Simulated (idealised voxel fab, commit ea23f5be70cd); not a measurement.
This is a process module. Its name is voxel wiring stack.
Each square cell in cross-section cut measures 5 nm, and the section as a whole is 185 nm wide.
Each cross-section below is a grid of square cells, stated as bands in top-down order, with one or more rows of cells making up each band.
Basically the band line says how high the top is and how high the bottom is, in nm, and then what's in it from left to right, every material with its width in nm. Empty space shows up as "air", and if a single material carries "full width" it runs the full band edge to edge.
Beneath 0, the wafer as received is one material, and that level is where height counting begins. The lowest band goes on downward without a bottom; it is written like "0 down".
Think of "30..40" as a width that walks from the first number to the second as you go down the band, top row to bottom row, taking equal-sized steps from row to row.
"nothing different" (step): cross-section cells unchanged, all of them.
"Entrapped void list" lists enclosed empty spaces (at least 8 cells, no open path upward to the top), each as width x height at distance from the left edge, in nm.
Note: text after step settings on the step line = simulator remark on that step.
Among the settings permitted on a step's line is "overlay nm"; applied to a step with a mask, it specifies the extent to which the mask lay to the right of its planned position, whereas a negative figure signifies a position to the left.

So here's the lineup of process steps we planned
1. RECEIVE, material Si
2. CONFORMAL_DEP, material SiO2, thk nm 10
3. CONFORMAL_DEP, material SiCN, thk nm 5
4. DIRECTIONAL_DEP, material SiO2, thk nm 20
5. PATTERN, tone open, mask id METAL_1, material resist, width nm 25, pitch nm 40, thk nm 15, overlay nm 0
6. DIRECTIONAL_ETCH, etch materials SiO2, depth nm 20
7. DIRECTIONAL_ETCH, etch materials SiCN, depth nm 5
8. STRIP, etch materials resist
9. CONFORMAL_DEP, material TiN, thk nm 5
10. FILL_DEP, material Cu, thk nm 5
11. CMP, height nm 35
12. CONFORMAL_DEP, material SiCN, thk nm 5
13. DIRECTIONAL_DEP, material SiO2, thk nm 30
14. MASKED_ETCH, tone open, mask id METAL_2_HOLES, width nm 15, pitch nm 80, etch materials SiO2, depth nm 30, overlay nm 0
15. MASKED_ETCH, tone open, mask id METAL_2, width nm 25, pitch nm 40, etch materials SiO2, depth nm 20, overlay nm 0
16. MASKED_ETCH, tone open, mask id METAL_2, width nm 25, pitch nm 40, etch materials SiCN, depth nm 5, overlay nm 0
17. CONFORMAL_DEP, material TiN, thk nm 5
18. FILL_DEP, material Cu, thk nm 10
19. CMP, height nm 70
20. CONFORMAL_DEP, material SiN, thk nm 5

Account of the first of two wafers, which was processed as intended

Step 1 complete: cross-section of the wafer as received
    0 down  Si full width
    Entrapped void list: none

Wafer xsec, post step 2
    10 to 0  SiO2 full width
    Everything below 0 is unchanged.

Wafer xsec, post step 3
    15 to 10  SiCN full width
    Everything below 10 is unchanged.

Wafer xsec, post step 4
    35 to 15  SiO2 full width
    Everything below 15 is unchanged.

Wafer xsec, post step 5
    50 to 35  20 nm resist, 25 nm air, 15 nm resist, 25 nm air, 15 nm resist, 25 nm air, 15 nm resist, 25 nm air, 20 nm resist
    Everything below 35 is unchanged.

Wafer xsec, post step 6
    50 to 35  20 nm resist, 25 nm air, 15 nm resist, 25 nm air, 15 nm resist, 25 nm air, 15 nm resist, 25 nm air, 20 nm resist
    35 to 15  20 nm SiO2, 25 nm air, 15 nm SiO2, 25 nm air, 15 nm SiO2, 25 nm air, 15 nm SiO2, 25 nm air, 20 nm SiO2
    Everything below 15 is unchanged.

Wafer xsec, post step 7
    50 to 35  20 nm resist, 25 nm air, 15 nm resist, 25 nm air, 15 nm resist, 25 nm air, 15 nm resist, 25 nm air, 20 nm resist
    35 to 15  20 nm SiO2, 25 nm air, 15 nm SiO2, 25 nm air, 15 nm SiO2, 25 nm air, 15 nm SiO2, 25 nm air, 20 nm SiO2
    15 to 10  20 nm SiCN, 25 nm air, 15 nm SiCN, 25 nm air, 15 nm SiCN, 25 nm air, 15 nm SiCN, 25 nm air, 20 nm SiCN
    Everything below 10 is unchanged.

Wafer xsec, post step 8
    35 to 15  20 nm SiO2, 25 nm air, 15 nm SiO2, 25 nm air, 15 nm SiO2, 25 nm air, 15 nm SiO2, 25 nm air, 20 nm SiO2
    Everything below 15 is unchanged.

Wafer xsec, post step 9
    40 to 35  25 nm TiN, 15 nm air, 25 nm TiN, 15 nm air, 25 nm TiN, 15 nm air, 25 nm TiN, 15 nm air, 25 nm TiN
    35 to 15  20 nm SiO2, 5 nm TiN, 15 nm air, 5 nm TiN, 15 nm SiO2, 5 nm TiN, 15 nm air, 5 nm TiN, 15 nm SiO2, 5 nm TiN, 15 nm air, 5 nm TiN, 15 nm SiO2, 5 nm TiN, 15 nm air, 5 nm TiN, 20 nm SiO2
    15 to 10  20 nm SiCN, 25 nm TiN, 15 nm SiCN, 25 nm TiN, 15 nm SiCN, 25 nm TiN, 15 nm SiCN, 25 nm TiN, 20 nm SiCN
    Everything below 10 is unchanged.

Wafer xsec, post step 10
    45 to 40  Cu full width
    40 to 35  25 nm TiN, 15 nm Cu, 25 nm TiN, 15 nm Cu, 25 nm TiN, 15 nm Cu, 25 nm TiN, 15 nm Cu, 25 nm TiN
    35 to 15  20 nm SiO2, 5 nm TiN, 15 nm Cu, 5 nm TiN, 15 nm SiO2, 5 nm TiN, 15 nm Cu, 5 nm TiN, 15 nm SiO2, 5 nm TiN, 15 nm Cu, 5 nm TiN, 15 nm SiO2, 5 nm TiN, 15 nm Cu, 5 nm TiN, 20 nm SiO2
    Everything below 15 is unchanged.

Wafer xsec, post step 11
    35 to 15  20 nm SiO2, 5 nm TiN, 15 nm Cu, 5 nm TiN, 15 nm SiO2, 5 nm TiN, 15 nm Cu, 5 nm TiN, 15 nm SiO2, 5 nm TiN, 15 nm Cu, 5 nm TiN, 15 nm SiO2, 5 nm TiN, 15 nm Cu, 5 nm TiN, 20 nm SiO2
    Everything below 15 is unchanged.

Wafer xsec, post step 12
    40 to 35  SiCN full width
    Everything below 35 is unchanged.

Wafer xsec, post step 13
    70 to 40  SiO2 full width
    Everything below 40 is unchanged.

Wafer xsec, post step 14
    70 to 40  20 nm SiO2, 15 nm air, 65 nm SiO2, 15 nm air, 70 nm SiO2
    Everything below 40 is unchanged.

Wafer xsec, post step 15
    70 to 50  20 nm SiO2, 25 nm air, 15 nm SiO2, 25 nm air, 15 nm SiO2, 25 nm air, 15 nm SiO2, 25 nm air, 20 nm SiO2
    Everything below 50 is unchanged.

Wafer xsec, post step 16
    70 to 50  20 nm SiO2, 25 nm air, 15 nm SiO2, 25 nm air, 15 nm SiO2, 25 nm air, 15 nm SiO2, 25 nm air, 20 nm SiO2
    50 to 40  20 nm SiO2, 15 nm air, 65 nm SiO2, 15 nm air, 70 nm SiO2
    40 to 35  20 nm SiCN, 15 nm air, 65 nm SiCN, 15 nm air, 70 nm SiCN
    Everything below 35 is unchanged.

Wafer xsec, post step 17
    75 to 70  25 nm TiN, 15 nm air, 25 nm TiN, 15 nm air, 25 nm TiN, 15 nm air, 25 nm TiN, 15 nm air, 25 nm TiN
    70 to 55  20 nm SiO2, 5 nm TiN, 15 nm air, 5 nm TiN, 15 nm SiO2, 5 nm TiN, 15 nm air, 5 nm TiN, 15 nm SiO2, 5 nm TiN, 15 nm air, 5 nm TiN, 15 nm SiO2, 5 nm TiN, 15 nm air, 5 nm TiN, 20 nm SiO2
    55 to 50  20 nm SiO2, 5 nm TiN, 5 nm air, 15 nm TiN, 15 nm SiO2, 25 nm TiN, 15 nm SiO2, 5 nm TiN, 5 nm air, 15 nm TiN, 15 nm SiO2, 25 nm TiN, 20 nm SiO2
    50 to 40  20 nm SiO2, 5 nm TiN, 5 nm air, 5 nm TiN, 65 nm SiO2, 5 nm TiN, 5 nm air, 5 nm TiN, 70 nm SiO2
    40 to 35  20 nm SiCN, 15 nm TiN, 65 nm SiCN, 15 nm TiN, 70 nm SiCN
    Everything below 35 is unchanged.

Wafer xsec, post step 18
    85 to 75  Cu full width
    75 to 70  25 nm TiN, 15 nm Cu, 25 nm TiN, 15 nm Cu, 25 nm TiN, 15 nm Cu, 25 nm TiN, 15 nm Cu, 25 nm TiN
    70 to 55  20 nm SiO2, 5 nm TiN, 15 nm Cu, 5 nm TiN, 15 nm SiO2, 5 nm TiN, 15 nm Cu, 5 nm TiN, 15 nm SiO2, 5 nm TiN, 15 nm Cu, 5 nm TiN, 15 nm SiO2, 5 nm TiN, 15 nm Cu, 5 nm TiN, 20 nm SiO2
    55 to 50  20 nm SiO2, 5 nm TiN, 5 nm Cu, 15 nm TiN, 15 nm SiO2, 25 nm TiN, 15 nm SiO2, 5 nm TiN, 5 nm Cu, 15 nm TiN, 15 nm SiO2, 25 nm TiN, 20 nm SiO2
    50 to 40  20 nm SiO2, 5 nm TiN, 5 nm Cu, 5 nm TiN, 65 nm SiO2, 5 nm TiN, 5 nm Cu, 5 nm TiN, 70 nm SiO2
    Everything below 40 is unchanged.

Wafer xsec, post step 19
    70 to 55  20 nm SiO2, 5 nm TiN, 15 nm Cu, 5 nm TiN, 15 nm SiO2, 5 nm TiN, 15 nm Cu, 5 nm TiN, 15 nm SiO2, 5 nm TiN, 15 nm Cu, 5 nm TiN, 15 nm SiO2, 5 nm TiN, 15 nm Cu, 5 nm TiN, 20 nm SiO2
    Everything below 55 is unchanged.

Wafer xsec, post step 20
    75 to 70  SiN full width
    Everything below 70 is unchanged.

Second wafer, same starting conditions and recipe as the first, one mistake in executing it, nothing differs from the first up to and including step 18

when step 19 should have ended
    65 to 55  20 nm SiO2, 5 nm TiN, 15 nm Cu, 5 nm TiN, 15 nm SiO2, 5 nm TiN, 15 nm Cu, 5 nm TiN, 15 nm SiO2, 5 nm TiN, 15 nm Cu, 5 nm TiN, 15 nm SiO2, 5 nm TiN, 15 nm Cu, 5 nm TiN, 20 nm SiO2
    Everything below 55 is unchanged.

when step 20 should have ended
    70 to 65  SiN full width
    Everything below 65 is unchanged.
It is concluded that the wafer was processed incorrectly with respect to the plan, in that the process deviated at step 19: the operation and settings actually run there were CMP, height nm 65
Looking at both finished wafers in cells, the second ends up ahead of or behind the first on some materials: Cu -12 | SiO2 -17 | TiN -8
